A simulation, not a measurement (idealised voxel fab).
The process module presented herein is designated voxel ribs on slabs.
The cross-section on display is named cut; it measures 210 nm wide, and its cells are 5 nm squares.
In this document a cross-section is written as a grid of square cells. It is given as a series of bands, listed from the top down, and a band is one or more rows of cells.
Per band: top height and bottom height in nm, followed by the left-to-right materials and their widths in nm; "throughout" marks a single material spanning edge to edge, "air" marks empty space.
Height is counted from the level 0, under which the received wafer is composed throughout of one material. The lowest of the bands is not closed at the bottom but continues downward, in the notation "from 0 down".
Top row gets the first number, bottom row gets the second, and each row in between changes by the same step: that is how a band width like "30->40" works.
The designation "no modification", where it is given for a processing step, indicates that no cell of the cross-section was altered in the course of that step.
"Enclosed empty spaces" lists enclosed empty spaces (at least 8 cells, no open path upward to the top), each as width x height at distance from the left edge, in nm.
Past the settings on a step's line: simulator remark, on that step.
overlay nm: for a step with a mask, the amount by which the mask lay right of where it was planned; a negative amount means left of it.
**The process steps that were planned are listed below**
- 1: RECEIVE: material Si
- 2: DIRECTIONAL_DEP: material SiO2, thk nm 20
- 3: DIRECTIONAL_DEP: material polySi, thk nm 15
- 4: PATTERN: tone cover, mask id RIB, material resist, width nm 15, thk nm 15, overlay nm 0
- 5: DIRECTIONAL_ETCH: etch materials polySi, depth nm 10
- 6: STRIP: etch materials resist
- 7: MASKED_ETCH: tone cover, mask id SLAB, width nm 65, etch materials polySi, depth nm 5, overlay nm 0
- 8: FILL_DEP: material SiO2, thk nm 15
- 9: CMP: height nm 45
- 10: DIRECTIONAL_DEP: material W, thk nm 10
- 11: DIRECTIONAL_DEP: material aC, thk nm 10
- 12: PATTERN: tone cover, mask id HEATER, material resist, width nm 25, thk nm 25, overlay nm 0
- 13: DIRECTIONAL_ETCH: etch materials aC, depth nm 10
- 14: STRIP: etch materials resist
- 15: DIRECTIONAL_ETCH: etch materials W, depth nm 10
- 16: STRIP: etch materials aC
- 17: CONFORMAL_DEP: material SiN, thk nm 5
**Cross-section of the incoming wafer, state after step 1**
- from 0 down: Si throughout
- Enclosed empty spaces: none
**Cross-section, end of module. Start: as above. Plan: as above. Execution: one mistake**
- from 60 to 55: air=90, SiN=30, air=90
- from 55 to 50: air=90, SiN=5, W=20, SiN=5, air=90
- from 50 to 45: SiN=95, W=20, SiN=95
- from 45 to 35: SiO2 throughout
- from 35 to 25: SiO2=95, polySi=15, SiO2=100
- from 25 to 20: SiO2=70, polySi=65, SiO2=75
- from 20 to 0: SiO2 throughout
- from 0 down: Si throughout
- Enclosed empty spaces: none
Here's what went sideways: step 12 did not use the planned setting and instead ran as PATTERN: tone cover, mask id HEATER, material resist, width nm 20, thk nm 25, overlay nm 0
